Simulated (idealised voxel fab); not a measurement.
process module | voxel double patterning
In the cross-section labelled cut, the width is 175 nm and each square cell is 5 nm.
If you're reading a cross-section in this doc, picture square cells in a grid; it comes to you as bands, top ones listed first down to the bottom, and a band can be one or more rows of cells. For a band, the entry starts with two heights in nm, that of the top and then that of the bottom, and carries on with the band's materials in order from left to right, each alongside its width in nm; the word "edge to edge" beside a single material means it fills the band edge to edge, and "empty" means empty space. For the purposes of this specification, 0 denotes the height below which the wafer in its as-received condition is composed wholly of one material, and the lowermost band, lacking a lower limit, extends downward without end, as expressed in "0 nm and below". Read "30..40" as a graded width: first number on top, second number at the bottom, same change between each pair of neighbouring rows. What does "identical to before" mean for a step? It means no cell of the cross-section changed in that step. Heads up: "Closed empty spaces" only lists the empty pockets with no open path to the top that are 8 cells or more, and it writes them as width x height at distance, distance from the left edge, in nm. Whatever follows a step's settings on its line is a remark the simulator itself makes about that step. The line of a step may include "overlay nm". On a step with a mask, this value is how far to the right of its planned place the mask lay. A negative value means the mask lay to the left.

Process steps foreseen in the plan:
1: RECEIVE: material Si
2: CONFORMAL_DEP: material SiN, thk nm 10
3: DIRECTIONAL_DEP: material SiO2, thk nm 15
4: DIRECTIONAL_DEP: material SiCN, thk nm 5
5: MASKED_ETCH: tone open, mask id FIRST, width nm 15, pitch nm 50, etch materials SiCN, depth nm 5, overlay nm 0
6: DIRECTIONAL_DEP: material aC, thk nm 15
7: PATTERN: tone open, mask id SECOND, material resist, width nm 15, thk nm 35, overlay nm -15
8: DIRECTIONAL_ETCH: etch materials aC, depth nm 15
9: STRIP: etch materials resist
10: DIRECTIONAL_ETCH: etch materials SiCN, depth nm 5
11: STRIP: etch materials aC
12: DIRECTIONAL_ETCH: etch materials SiO2, depth nm 15
13: STRIP: etch materials SiCN
For this document, wafers share an identical start and vary in the step 7 overlay nm; the plan quotes the first wafer's value.

The first of several wafers in cross-section, exactly as it reached us after step 1:
* 0 nm and below | Si edge to edge
* Closed empty spaces: none

Here's the first of several wafers in cross-section, end of the module, after the last step, step 13:
* 25 nm to 10 nm | SiO2 (55), then empty (25), then SiO2 (25), then empty (15), then SiO2 (55)
* 10 nm to 0 nm | SiN edge to edge
* 0 nm and below | Si edge to edge
* Closed empty spaces: none

The module's end: a cross-section of the last wafer:
* 25 nm to 10 nm | SiO2 (55), then empty (15), then SiO2 (25), then empty (25), then SiO2 (55)
* 10 nm to 0 nm | SiN edge to edge
* 0 nm and below | Si edge to edge
* Closed empty spaces: none

Basically each wafer gets a line in the table, showing it at the end of the module: material by material, the cells it gained (+) or lost (-) since we got it, then its closed voids:
overlay nm -15; +70 SiN; +81 SiO2; Closed empty spaces: none
overlay nm -10; +70 SiN; +78 SiO2; Closed empty spaces: none
overlay nm -5; +70 SiN; +78 SiO2; Closed empty spaces: none
overlay nm 0; +70 SiN; +78 SiO2; Closed empty spaces: none
overlay nm 5; +70 SiN; +78 SiO2; Closed empty spaces: none
overlay nm 10; +70 SiN; +78 SiO2; Closed empty spaces: none
overlay nm 15; +70 SiN; +81 SiO2; Closed empty spaces: none
